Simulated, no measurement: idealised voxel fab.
Process module under the name voxel capacitor over wiring
Square cells of 5 nm make up the cross-section cut, whose width is 245 nm.
This document writes a cross-section as a grid whose cells are square, and gives it as bands, listed from the top down; one or more rows of cells form a band.
The band entry comprises the height of the band's top followed by the height of its bottom, expressed in nm, and subsequently the band's materials from left to right, each stated together with its width in nm. Where a single material is marked with the word "everywhere", that material fills the band from edge to edge. The word "empty" represents empty space.
Below 0: as-received wafer, all one material; heights counted from there. Lowest band: no bottom, goes on down, written "z 0 and below".
Width "30..40": first value at the band's top row of cells, second value at its bottom row, equal change from row to row.
Step marked "no alterations made"? Then no cell in the cross-section changed in it.
You'll see "Listed closed voids" listing empty spaces that have no way open to the top, as long as they're 8 cells or more; the notation is width x height at distance, where the distance is from the left edge, and all of it is in nm.
Post-settings text on a step line: simulator's own remark regarding the step.
"overlay nm" on a masked step: distance the mask lay right of its planned place, negative for left.
Process steps foreseen in the plan
1 op RECEIVE | material Si
2 op CONFORMAL_DEP | material SiO2 | thk nm 15
3 op CONFORMAL_DEP | material SiN | thk nm 5
4 op DIRECTIONAL_DEP | material SiO2 | thk nm 20
5 op DIRECTIONAL_DEP | material aC | thk nm 10
6 op PATTERN | tone open | mask id METAL_1 | material resist | width nm 25 | pitch nm 90 | thk nm 25 | overlay nm 0
7 op DIRECTIONAL_ETCH | etch materials aC | depth nm 10
8 op STRIP | etch materials resist
9 op DIRECTIONAL_ETCH | etch materials SiO2 | depth nm 20
10 op DIRECTIONAL_ETCH | etch materials SiN | depth nm 5
11 op STRIP | etch materials aC
12 op CONFORMAL_DEP | material TiN | thk nm 5
13 op FILL_DEP | material W | thk nm 10
14 op CMP | height nm 40
15 op CONFORMAL_DEP | material SiCN | thk nm 5
16 op DIRECTIONAL_DEP | material lowk | thk nm 20
17 op MASKED_ETCH | tone open | mask id PLUG_1 | width nm 15 | etch materials lowk | depth nm 20 | overlay nm 0
18 op MASKED_ETCH | tone open | mask id PLUG_1 | width nm 15 | etch materials SiCN | depth nm 5 | overlay nm 0
19 op CONFORMAL_DEP | material TiN | thk nm 5
20 op FILL_DEP | material W | thk nm 5
21 op CMP | height nm 65
22 op DIRECTIONAL_DEP | material TiN | thk nm 10
23 op DIRECTIONAL_DEP | material HfO2 | thk nm 5
24 op DIRECTIONAL_DEP | material TiN | thk nm 10
25 op DIRECTIONAL_DEP | material aC | thk nm 15
26 op PATTERN | tone cover | mask id UPPER_PLATE | material resist | width nm 70 | thk nm 30 | overlay nm 0
27 op DIRECTIONAL_ETCH | etch materials aC | depth nm 15
28 op STRIP | etch materials resist
29 op DIRECTIONAL_ETCH | etch materials TiN | depth nm 10
30 op DIRECTIONAL_ETCH | etch materials HfO2 | depth nm 5
31 op STRIP | etch materials aC
32 op DIRECTIONAL_DEP | material aC | thk nm 15
33 op PATTERN | tone cover | mask id LOWER_PLATE | material resist | width nm 80 | thk nm 30 | overlay nm 0
34 op DIRECTIONAL_ETCH | etch materials aC | depth nm 15
35 op STRIP | etch materials resist
36 op DIRECTIONAL_ETCH | etch materials TiN | depth nm 10
37 op STRIP | etch materials aC
38 op FILL_DEP | material SiO2 | thk nm 15
39 op CMP | height nm 100
40 op DIRECTIONAL_DEP | material aC | thk nm 15
41 op PATTERN | tone open | mask id PLUG_2 | material resist | width nm 15 | thk nm 35 | overlay nm 0
42 op DIRECTIONAL_ETCH | etch materials aC | depth nm 15
43 op STRIP | etch materials resist
44 op DIRECTIONAL_ETCH | etch materials SiO2 | depth nm 10
45 op STRIP | etch materials aC
46 op CONFORMAL_DEP | material TiN | thk nm 5
47 op FILL_DEP | material Ru | thk nm 10
48 op CMP | height nm 100
49 op CONFORMAL_DEP | material SiN | thk nm 5
Received-state cross-section, reflecting completion of step 1
z 0 and below  Si everywhere
Listed closed voids: none
Wafer cross-section at module end: first of two, run to plan
z 105 to 100  SiN everywhere
z 100 to 95  SiO2=85 / TiN=5 / Ru=5 / TiN=5 / SiO2=145
z 95 to 90  SiO2=85 / TiN=15 / SiO2=145
z 90 to 80  SiO2=75 / TiN=70 / SiO2=100
z 80 to 75  SiO2=75 / HfO2=70 / SiO2=100
z 75 to 65  SiO2=70 / TiN=80 / SiO2=95
z 65 to 45  lowk=75 / TiN=5 / W=5 / TiN=5 / lowk=155
z 45 to 40  SiCN=75 / TiN=15 / SiCN=155
z 40 to 20  SiO2=65 / TiN=5 / W=15 / TiN=5 / SiO2=65 / TiN=5 / W=15 / TiN=5 / SiO2=65
z 20 to 15  SiN=65 / TiN=25 / SiN=65 / TiN=25 / SiN=65
z 15 to 0  SiO2 everywhere
z 0 and below  Si everywhere
Listed closed voids: none
Second wafer cross-section at end of module - shared start and plan with the first, one mistake in the run
z 105 to 100  SiN everywhere
z 100 to 95  SiO2=85 / TiN=15 / SiO2=145
z 95 to 85  SiO2=70 / TiN=80 / SiO2=95
z 85 to 80  TiN everywhere
z 80 to 75  HfO2 everywhere
z 75 to 65  TiN everywhere
z 65 to 45  lowk=75 / TiN=5 / W=5 / TiN=5 / lowk=155
z 45 to 40  SiCN=75 / TiN=15 / SiCN=155
z 40 to 20  SiO2=65 / TiN=5 / W=15 / TiN=5 / SiO2=65 / TiN=5 / W=15 / TiN=5 / SiO2=65
z 20 to 15  SiN=65 / TiN=25 / SiN=65 / TiN=25 / SiN=65
z 15 to 0  SiO2 everywhere
z 0 and below  Si everywhere
Listed closed voids: none
Heads up, the wafer didn't run the way we planned it: step 25 changed vs plan, executed as op DIRECTIONAL_DEP | material TiN | thk nm 15
The closing comparison, in cells, has the second wafer with more or fewer of some materials than the first: +35 HfO2; -1 Ru; -151 SiO2; +117 TiN
